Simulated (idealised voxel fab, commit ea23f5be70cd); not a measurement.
You're looking at the process module voxel local oxidation.
The figure presents cross-section cut, which has a width of 265 nm and is divided into square cells with an edge length of 5 nm.
Cross-section, as written here: a square-cell grid given band by band from the top down, where a band holds one or more rows of cells. Quick guide to a band line: top height, bottom height (nm) up front; then every material left to right with its width in nm. Only one material and it's marked "everywhere"? Then it fills the band edge to edge. And "air" just means empty space. Convention: height 0 is the level below which the wafer, as received, is all one material. The lowest band does not terminate at the bottom but continues downward, represented as "0 -> down". The two numbers in a width such as "30..40" mark its ends across the band: the first belongs to the top row of cells, the second to the bottom row, and from each row to the next the width moves by the same amount. Basically "nothing got changed" means that step didn't change any cell in the cross-section. Voids not open to the top, 8 cells minimum: see "Enclosed empty spaces". Written width x height at distance; distance is from the left edge; nm. What comes after the settings on a step's line is commentary from the simulator itself on that step. overlay nm: on a step with a mask, how far right of its planned place the mask lay; negative means left.

# List of planned process steps
1,RECEIVE,material Si
2,OXIDIZE,depth nm 5
3,CONFORMAL_DEP,material SiN,thk nm 15
4,MASKED_ETCH,tone cover,mask id ACTIVE,width nm 100,etch materials SiN,depth nm 15,overlay nm 0
5,SELECTIVE_ETCH,etch materials SiO2,depth nm 5
6,OXIDIZE,depth nm 10
7,STRIP,etch materials SiN

# So this is the incoming wafer in cross-section - it's already been through step 1
* 0 -> down  Si everywhere
* Enclosed empty spaces: none

# Starting structure and process plan are as shown above, but one mistake was made in running the module; the wafer cross-section at the end of the module follows
* 0 -> -5  air 85; SiO2 95; air 85
* -5 -> -15  SiO2 95; Si 75; SiO2 95
* -15 -> down  Si everywhere
* Enclosed empty spaces: none
What went wrong in running the wafer? step 4 off recipe, ran as MASKED_ETCH,tone cover,mask id ACTIVE,width nm 105,etch materials SiN,depth nm 15,overlay nm 0
